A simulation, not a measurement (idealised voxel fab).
The process module presented herein is designated voxel transistor to metal.
Cross-section cut: width 170 nm, square cells of 5 nm.
Bands, listed from the top down, are how a cross-section gets written in this document; the cross-section itself is a grid of square cells, and a band is one or more rows of them.
The band entry comprises the height of the band's top followed by the height of its bottom, expressed in nm, and subsequently the band's materials from left to right, each stated together with its width in nm. Where a single material is marked with the word "edge to edge", that material fills the band from edge to edge. The word "air" represents empty space.
Where do heights start? At 0: under that level the wafer as delivered is made of one material only. And the lowest band has no floor; it just carries on downward, as in "0 down".
Per-row width for "30 to 40": begins at first number (top row of band), ends at second number (bottom row), increment between rows held constant.
Reading "changes: none" for a step: not a cell of the cross-section changed in it.
"Sealed void inventory": sealed empty spaces, 8 cells or more, no open way to top, listed width x height at distance, with distance from the left edge and width, height and distance in nm.
Post-settings text on a step line: simulator's own remark regarding the step.
"overlay nm", when on a step's line for a step with a mask, measures how far to the right of its planned place the mask lay; a negative measure means to the left.

Here's what the planned process steps look like:
1,RECEIVE: material Si
2,CONFORMAL_DEP: material SiO2, thk nm 5
3,CONFORMAL_DEP: material SiN, thk nm 15
4,DIRECTIONAL_DEP: material aC, thk nm 15
5,PATTERN: tone cover, mask id ACTIVE, material resist, width nm 125, thk nm 30, overlay nm 0
6,DIRECTIONAL_ETCH: etch materials aC, depth nm 15
7,STRIP: etch materials resist
8,DIRECTIONAL_ETCH: etch materials SiN, depth nm 15
9,DIRECTIONAL_ETCH: etch materials SiO2, depth nm 5
10,DIRECTIONAL_ETCH: etch materials Si, depth nm 30
11,STRIP: etch materials aC
12,FILL_DEP: material SiO2, thk nm 5
13,CMP: height nm 20
14,SELECTIVE_ETCH: etch materials SiO2, depth nm 10
15,STRIP: etch materials SiN
16,SELECTIVE_ETCH: etch materials SiO2, depth nm 5
17,OXIDIZE: depth nm 5
18,DIRECTIONAL_DEP: material polySi, thk nm 30
19,DIRECTIONAL_DEP: material SiCN, thk nm 10
20,PATTERN: tone cover, mask id GATE, material resist, width nm 25, thk nm 20, overlay nm 0
21,DIRECTIONAL_ETCH: etch materials SiCN, depth nm 20
22,DIRECTIONAL_ETCH: etch materials polySi, depth nm 40
23,STRIP: etch materials resist
24,CONFORMAL_DEP: material SiO2, thk nm 5
25,DIRECTIONAL_ETCH: etch materials SiO2, depth nm 5
26,CONFORMAL_DEP: material SiN, thk nm 5
27,DIRECTIONAL_ETCH: etch materials SiN, depth nm 5
28,DIRECTIONAL_ETCH: etch materials SiO2, depth nm 5
29,DIRECTIONAL_ETCH: etch materials Si, depth nm 15
30,EPI: material SiGe, thk nm 20
31,FILL_DEP: material SiO2, thk nm 5
32,CMP: height nm 30
33,STRIP: etch materials polySi
34,SELECTIVE_ETCH: etch materials SiO2, depth nm 5
35,CONFORMAL_DEP: material HfO2, thk nm 5
36,CONFORMAL_DEP: material TiN, thk nm 5
37,FILL_DEP: material W, thk nm 5
38,CMP: height nm 25
39,DIRECTIONAL_DEP: material SiO2, thk nm 10
40,PATTERN: tone open, mask id CONTACT, material resist, width nm 20, pitch nm 85, thk nm 20, overlay nm 0
41,DIRECTIONAL_ETCH: etch materials SiO2, depth nm 20
42,STRIP: etch materials resist
43,CONFORMAL_DEP: material TiN, thk nm 5
44,FILL_DEP: material W, thk nm 10
45,CMP: height nm 35
46,CONFORMAL_DEP: material SiCN, thk nm 5
47,DIRECTIONAL_DEP: material lowk, thk nm 15
48,DIRECTIONAL_DEP: material aC, thk nm 10
49,PATTERN: tone open, mask id METAL_1, material resist, width nm 20, pitch nm 85, thk nm 30, overlay nm 0
50,DIRECTIONAL_ETCH: etch materials aC, depth nm 10
51,STRIP: etch materials resist
52,DIRECTIONAL_ETCH: etch materials lowk, depth nm 15
53,DIRECTIONAL_ETCH: etch materials SiCN, depth nm 5
54,STRIP: etch materials aC
55,CONFORMAL_DEP: material TiN, thk nm 5
56,FILL_DEP: material Cu, thk nm 5
57,CMP: height nm 55
58,EPI: material Ru, thk nm 5
59,FILL_DEP: material SiCN, thk nm 5
60,DIRECTIONAL_DEP: material SiO2, thk nm 25
61,DIRECTIONAL_DEP: material aC, thk nm 10
62,PATTERN: tone open, mask id METAL_2_HOLES, material resist, width nm 15, pitch nm 85, thk nm 30, overlay nm 0
63,DIRECTIONAL_ETCH: etch materials aC, depth nm 10
64,STRIP: etch materials resist
65,DIRECTIONAL_ETCH: etch materials SiO2, depth nm 25
66,STRIP: etch materials aC
67,PATTERN: tone open, mask id METAL_2, material resist, width nm 20, pitch nm 85, thk nm 15, overlay nm 0
68,DIRECTIONAL_ETCH: etch materials SiO2, depth nm 15
69,DIRECTIONAL_ETCH: etch materials SiCN, depth nm 5
70,STRIP: etch materials resist
71,CONFORMAL_DEP: material TiN, thk nm 5
72,FILL_DEP: material Cu, thk nm 10
73,CMP: height nm 90
74,CONFORMAL_DEP: material SiN, thk nm 5

Step 1 complete: cross-section of the wafer as received:
> 0 down  Si edge to edge
> Sealed void inventory: none

First of two wafers, end-of-module section, run followed plan:
> 95 to 90  SiN edge to edge
> 90 to 80  SiO2 30 nm / TiN 5 nm / Cu 10 nm / TiN 5 nm / SiO2 65 nm / TiN 5 nm / Cu 10 nm / TiN 5 nm / SiO2 35 nm
> 80 to 75  SiO2 30 nm / TiN 5 nm / Cu 5 nm / TiN 10 nm / SiO2 65 nm / TiN 5 nm / Cu 5 nm / TiN 10 nm / SiO2 35 nm
> 75 to 65  SiO2 30 nm / TiN 5 nm / Cu 5 nm / TiN 5 nm / SiO2 70 nm / TiN 5 nm / Cu 5 nm / TiN 5 nm / SiO2 40 nm
> 65 to 60  SiCN 30 nm / TiN 15 nm / SiCN 70 nm / TiN 15 nm / SiCN 40 nm
> 60 to 55  SiCN 25 nm / Ru 30 nm / SiCN 55 nm / Ru 30 nm / SiCN 30 nm
> 55 to 40  lowk 30 nm / TiN 5 nm / Cu 10 nm / TiN 5 nm / lowk 65 nm / TiN 5 nm / Cu 10 nm / TiN 5 nm / lowk 35 nm
> 40 to 35  SiCN 30 nm / TiN 20 nm / SiCN 65 nm / TiN 20 nm / SiCN 35 nm
> 35 to 25  SiO2 30 nm / TiN 5 nm / W 10 nm / TiN 5 nm / SiO2 65 nm / TiN 5 nm / W 10 nm / TiN 5 nm / SiO2 35 nm
> 25 to 20  SiO2 30 nm / TiN 5 nm / W 10 nm / TiN 5 nm / SiO2 10 nm / SiN 5 nm / HfO2 5 nm / TiN 5 nm / W 15 nm / TiN 5 nm / HfO2 5 nm / SiN 5 nm / SiO2 10 nm / TiN 5 nm / W 10 nm / TiN 5 nm / SiO2 35 nm
> 20 to 15  SiO2 30 nm / TiN 20 nm / SiO2 10 nm / SiN 5 nm / HfO2 5 nm / TiN 5 nm / W 15 nm / TiN 5 nm / HfO2 5 nm / SiN 5 nm / SiO2 10 nm / TiN 20 nm / SiO2 35 nm
> 15 to 5  SiO2 15 nm / SiGe 45 nm / SiN 5 nm / HfO2 5 nm / TiN 5 nm / W 15 nm / TiN 5 nm / HfO2 5 nm / SiN 5 nm / SiGe 45 nm / SiO2 20 nm
> 5 to 0  SiO2 15 nm / SiGe 5 nm / SiN 5 nm / SiGe 35 nm / SiN 5 nm / HfO2 5 nm / TiN 25 nm / HfO2 5 nm / SiN 5 nm / SiGe 35 nm / SiN 5 nm / SiGe 5 nm / SiO2 20 nm
> 0 to -5  SiO2 25 nm / SiGe 35 nm / SiO2 5 nm / HfO2 35 nm / SiO2 5 nm / SiGe 35 nm / SiO2 30 nm
> -5 to -20  SiO2 20 nm / Si 5 nm / SiGe 35 nm / Si 45 nm / SiGe 35 nm / Si 5 nm / SiO2 25 nm
> -20 to -30  SiO2 20 nm / Si 125 nm / SiO2 25 nm
> -30 down  Si edge to edge
> Sealed void inventory: none

Second wafer cross-section at end of module - shared start and plan with the first, one mistake in the run:
> 95 to 90  SiN edge to edge
> 90 to 80  SiO2 30 nm / TiN 5 nm / Cu 10 nm / TiN 5 nm / SiO2 65 nm / TiN 5 nm / Cu 10 nm / TiN 5 nm / SiO2 35 nm
> 80 to 75  SiO2 30 nm / TiN 5 nm / Cu 5 nm / TiN 10 nm / SiO2 65 nm / TiN 5 nm / Cu 5 nm / TiN 10 nm / SiO2 35 nm
> 75 to 65  SiO2 30 nm / TiN 5 nm / Cu 5 nm / TiN 5 nm / SiO2 70 nm / TiN 5 nm / Cu 5 nm / TiN 5 nm / SiO2 40 nm
> 65 to 60  SiCN 30 nm / TiN 15 nm / SiCN 70 nm / TiN 15 nm / SiCN 40 nm
> 60 to 55  SiCN 25 nm / Ru 30 nm / SiCN 55 nm / Ru 30 nm / SiCN 30 nm
> 55 to 40  lowk 30 nm / TiN 5 nm / Cu 10 nm / TiN 5 nm / lowk 65 nm / TiN 5 nm / Cu 10 nm / TiN 5 nm / lowk 35 nm
> 40 to 35  SiCN 30 nm / TiN 20 nm / SiCN 65 nm / TiN 20 nm / SiCN 35 nm
> 35 to 25  SiO2 25 nm / TiN 5 nm / W 20 nm / TiN 5 nm / SiO2 55 nm / TiN 5 nm / W 20 nm / TiN 5 nm / SiO2 30 nm
> 25 to 20  SiO2 25 nm / TiN 5 nm / W 20 nm / TiN 5 nm / SiO2 5 nm / SiN 5 nm / HfO2 5 nm / TiN 5 nm / W 15 nm / TiN 5 nm / HfO2 5 nm / SiN 5 nm / SiO2 5 nm / TiN 5 nm / W 20 nm / TiN 5 nm / SiO2 30 nm
> 20 to 15  SiO2 25 nm / TiN 30 nm / SiO2 5 nm / SiN 5 nm / HfO2 5 nm / TiN 5 nm / W 15 nm / TiN 5 nm / HfO2 5 nm / SiN 5 nm / SiO2 5 nm / TiN 30 nm / SiO2 30 nm
> 15 to 5  SiO2 15 nm / SiGe 45 nm / SiN 5 nm / HfO2 5 nm / TiN 5 nm / W 15 nm / TiN 5 nm / HfO2 5 nm / SiN 5 nm / SiGe 45 nm / SiO2 20 nm
> 5 to 0  SiO2 15 nm / SiGe 5 nm / SiN 5 nm / SiGe 35 nm / SiN 5 nm / HfO2 5 nm / TiN 25 nm / HfO2 5 nm / SiN 5 nm / SiGe 35 nm / SiN 5 nm / SiGe 5 nm / SiO2 20 nm
> 0 to -5  SiO2 25 nm / SiGe 35 nm / SiO2 5 nm / HfO2 35 nm / SiO2 5 nm / SiGe 35 nm / SiO2 30 nm
> -5 to -20  SiO2 20 nm / Si 5 nm / SiGe 35 nm / Si 45 nm / SiGe 35 nm / Si 5 nm / SiO2 25 nm
> -20 to -30  SiO2 20 nm / Si 125 nm / SiO2 25 nm
> -30 down  Si edge to edge
> Sealed void inventory: none
Run error: contrary to plan, step 40 was performed as PATTERN: tone open, mask id CONTACT, material resist, width nm 30, pitch nm 85, thk nm 20, overlay nm 0
Counted in cells at the end, the second wafer holds more or fewer of these materials than the first: 16 fewer of SiO2 | 4 more of TiN | 12 more of W
